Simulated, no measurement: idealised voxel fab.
A process module follows: voxel air gaps.
Pictured: cross-section cut, 285 nm wide, on a grid of 5 nm square cells.
Cross-section = grid of square cells, listed top down in bands; band = one or more rows.
In this notation a band is specified by the heights of its top and bottom, in that order and in nm, after which its materials appear from left to right, each paired with its width in nm. The word "everywhere" attached to a single material means that material fills the band from edge to edge; the word "blank" stands for empty space.
Heights are reckoned from 0. Under this level, the received wafer is all of one material. The bottommost band is open-ended downward, for example "0..down".
Read "30->40" as a graded width: first number on top, second number at the bottom, same change between each pair of neighbouring rows.
Any step labelled "everything unchanged" changed none of the cells in the cross-section.
For the entry "Tabulated closed voids", the listed items are empty spaces with no open way to the top whose size is 8 cells or more; each item follows the pattern width x height at distance, where distance is from the left edge and all three are in nm.
Heads up: the bit after the settings on a step's line is the simulator's remark on that step.
The "overlay nm" setting may appear on a step's line; for a step that uses a mask, it gives how far to the right of its planned position the mask lay, and a negative value indicates the left.

**The process steps that were planned are listed below**
step 1: RECEIVE (material Si)
step 2: CONFORMAL_DEP (material SiO2; thk nm 10)
step 3: CONFORMAL_DEP (material SiCN; thk nm 5)
step 4: DIRECTIONAL_DEP (material SiO2; thk nm 40)
step 5: MASKED_ETCH (tone open; mask id LINES; width nm 25; pitch nm 50; etch materials SiO2; depth nm 40; overlay nm 0)
step 6: CONFORMAL_DEP (material TiN; thk nm 5)
step 7: FILL_DEP (material W; thk nm 10)
step 8: CMP (height nm 55)
step 9: EPI (material Ru; thk nm 10)
step 10: SELECTIVE_ETCH (etch materials SiO2; depth nm 50)
step 11: CONFORMAL_DEP (material SiCN; thk nm 5)

**The first of the two wafers, which ran as planned**

**as received, after step 1**
> 0..down  Si everywhere
> Tabulated closed voids: none

**Upon completion of step 2, the wafer appears in cross-section as shown**
> 10..0  SiO2 everywhere
> Lower than 0, everything is as it was.

**Upon completion of step 3, the wafer appears in cross-section as shown**
> 15..10  SiCN everywhere
> Lower than 10, everything is as it was.

**Upon completion of step 4, the wafer appears in cross-section as shown**
> 55..15  SiO2 everywhere
> Lower than 15, everything is as it was.

**Upon completion of step 5, the wafer appears in cross-section as shown**
> 55..15  80 of SiO2, 25 of blank, 25 of SiO2, 25 of blank, 25 of SiO2, 25 of blank, 80 of SiO2
> Lower than 15, everything is as it was.

**Upon completion of step 6, the wafer appears in cross-section as shown**
> 60..55  85 of TiN, 15 of blank, 35 of TiN, 15 of blank, 35 of TiN, 15 of blank, 85 of TiN
> 55..20  80 of SiO2, 5 of TiN, 15 of blank, 5 of TiN, 25 of SiO2, 5 of TiN, 15 of blank, 5 of TiN, 25 of SiO2, 5 of TiN, 15 of blank, 5 of TiN, 80 of SiO2
> 20..15  80 of SiO2, 25 of TiN, 25 of SiO2, 25 of TiN, 25 of SiO2, 25 of TiN, 80 of SiO2
> Lower than 15, everything is as it was.

**Upon completion of step 7, the wafer appears in cross-section as shown**
> 70..60  W everywhere
> 60..55  85 of TiN, 15 of W, 35 of TiN, 15 of W, 35 of TiN, 15 of W, 85 of TiN
> 55..20  80 of SiO2, 5 of TiN, 15 of W, 5 of TiN, 25 of SiO2, 5 of TiN, 15 of W, 5 of TiN, 25 of SiO2, 5 of TiN, 15 of W, 5 of TiN, 80 of SiO2
> Lower than 20, everything is as it was.

**Upon completion of step 8, the wafer appears in cross-section as shown**
> 55..20  80 of SiO2, 5 of TiN, 15 of W, 5 of TiN, 25 of SiO2, 5 of TiN, 15 of W, 5 of TiN, 25 of SiO2, 5 of TiN, 15 of W, 5 of TiN, 80 of SiO2
> Lower than 20, everything is as it was.

**Upon completion of step 9, the wafer appears in cross-section as shown**
> 65..55  70 of blank, 45 of Ru, 5 of blank, 45 of Ru, 5 of blank, 45 of Ru, 70 of blank
> Lower than 55, everything is as it was.

**Upon completion of step 10, the wafer appears in cross-section as shown**
> 65..55  70 of blank, 45 of Ru, 5 of blank, 45 of Ru, 5 of blank, 45 of Ru, 70 of blank
> 55..20  80 of blank, 5 of TiN, 15 of W, 5 of TiN, 25 of blank, 5 of TiN, 15 of W, 5 of TiN, 25 of blank, 5 of TiN, 15 of W, 5 of TiN, 80 of blank
> 20..15  80 of blank, 25 of TiN, 25 of blank, 25 of TiN, 25 of blank, 25 of TiN, 80 of blank
> Lower than 15, everything is as it was.

**Upon completion of step 11, the wafer appears in cross-section as shown**
> 70..65  65 of blank, 155 of SiCN, 65 of blank
> 65..55  65 of blank, 5 of SiCN, 45 of Ru, 5 of SiCN, 45 of Ru, 5 of SiCN, 45 of Ru, 5 of SiCN, 65 of blank
> 55..50  65 of blank, 15 of SiCN, 5 of TiN, 15 of W, 5 of TiN, 25 of SiCN, 5 of TiN, 15 of W, 5 of TiN, 25 of SiCN, 5 of TiN, 15 of W, 5 of TiN, 15 of SiCN, 65 of blank
> 50..20  75 of blank, 5 of SiCN, 5 of TiN, 15 of W, 5 of TiN, 5 of SiCN, 15 of blank, 5 of SiCN, 5 of TiN, 15 of W, 5 of TiN, 5 of SiCN, 15 of blank, 5 of SiCN, 5 of TiN, 15 of W, 5 of TiN, 5 of SiCN, 75 of blank
> 20..15  80 of SiCN, 25 of TiN, 25 of SiCN, 25 of TiN, 25 of SiCN, 25 of TiN, 80 of SiCN
> Lower than 15, everything is as it was.
> Tabulated closed voids: 15 x 30 at 110; 15 x 30 at 160

**The second wafer began exactly as the first did and followed the same plan, but one mistake was made while running it; through step 4 inclusive, the two wafers are identical**

**Cross-sectional representation of the second wafer at the time designated in the plan for the completion of step 5**
> 55..15  85 of SiO2, 15 of blank, 35 of SiO2, 15 of blank, 35 of SiO2, 15 of blank, 85 of SiO2
> Lower than 15, everything is as it was.

**Cross-sectional representation of the second wafer at the time designated in the plan for the completion of step 6**
> 60..55  90 of TiN, 5 of blank, 45 of TiN, 5 of blank, 45 of TiN, 5 of blank, 90 of TiN
> 55..20  85 of SiO2, 5 of TiN, 5 of blank, 5 of TiN, 35 of SiO2, 5 of TiN, 5 of blank, 5 of TiN, 35 of SiO2, 5 of TiN, 5 of blank, 5 of TiN, 85 of SiO2
> 20..15  85 of SiO2, 15 of TiN, 35 of SiO2, 15 of TiN, 35 of SiO2, 15 of TiN, 85 of SiO2
> Lower than 15, everything is as it was.

**Cross-sectional representation of the second wafer at the time designated in the plan for the completion of step 7**
> 70..60  W everywhere
> 60..55  90 of TiN, 5 of W, 45 of TiN, 5 of W, 45 of TiN, 5 of W, 90 of TiN
> 55..20  85 of SiO2, 5 of TiN, 5 of W, 5 of TiN, 35 of SiO2, 5 of TiN, 5 of W, 5 of TiN, 35 of SiO2, 5 of TiN, 5 of W, 5 of TiN, 85 of SiO2
> Lower than 20, everything is as it was.

**Cross-sectional representation of the second wafer at the time designated in the plan for the completion of step 8**
> 55..20  85 of SiO2, 5 of TiN, 5 of W, 5 of TiN, 35 of SiO2, 5 of TiN, 5 of W, 5 of TiN, 35 of SiO2, 5 of TiN, 5 of W, 5 of TiN, 85 of SiO2
> Lower than 20, everything is as it was.

**Cross-sectional representation of the second wafer at the time designated in the plan for the completion of step 9**
> 65..55  75 of blank, 35 of Ru, 15 of blank, 35 of Ru, 15 of blank, 35 of Ru, 75 of blank
> Lower than 55, everything is as it was.

**Cross-sectional representation of the second wafer at the time designated in the plan for the completion of step 10**
> 65..55  75 of blank, 35 of Ru, 15 of blank, 35 of Ru, 15 of blank, 35 of Ru, 75 of blank
> 55..20  85 of blank, 5 of TiN, 5 of W, 5 of TiN, 35 of blank, 5 of TiN, 5 of W, 5 of TiN, 35 of blank, 5 of TiN, 5 of W, 5 of TiN, 85 of blank
> 20..15  85 of blank, 15 of TiN, 35 of blank, 15 of TiN, 35 of blank, 15 of TiN, 85 of blank
> Lower than 15, everything is as it was.

**Cross-sectional representation of the second wafer at the time designated in the plan for the completion of step 11**
> 70..65  70 of blank, 45 of SiCN, 5 of blank, 45 of SiCN, 5 of blank, 45 of SiCN, 70 of blank
> 65..55  70 of blank, 5 of SiCN, 35 of Ru, 5 of SiCN, 5 of blank, 5 of SiCN, 35 of Ru, 5 of SiCN, 5 of blank, 5 of SiCN, 35 of Ru, 5 of SiCN, 70 of blank
> 55..50  70 of blank, 15 of SiCN, 5 of TiN, 5 of W, 5 of TiN, 15 of SiCN, 5 of blank, 15 of SiCN, 5 of TiN, 5 of W, 5 of TiN, 15 of SiCN, 5 of blank, 15 of SiCN, 5 of TiN, 5 of W, 5 of TiN, 15 of SiCN, 70 of blank
> 50..20  80 of blank, 5 of SiCN, 5 of TiN, 5 of W, 5 of TiN, 5 of SiCN, 25 of blank, 5 of SiCN, 5 of TiN, 5 of W, 5 of TiN, 5 of SiCN, 25 of blank, 5 of SiCN, 5 of TiN, 5 of W, 5 of TiN, 5 of SiCN, 80 of blank
> 20..15  85 of SiCN, 15 of TiN, 35 of SiCN, 15 of TiN, 35 of SiCN, 15 of TiN, 85 of SiCN
> Lower than 15, everything is as it was.
Where did the run depart from the plan? contrary to plan, step 5 was performed as MASKED_ETCH (tone open; mask id LINES; width nm 15; pitch nm 50; etch materials SiO2; depth nm 40; overlay nm 0)
Upon completion, the second wafer contains, in terms of cells, a greater or smaller amount of certain materials than the first wafer: Ru -12 | SiCN +8 | TiN -6 | W -42
Wafer, first: 2 closed voids at end. Wafer, second: 0.
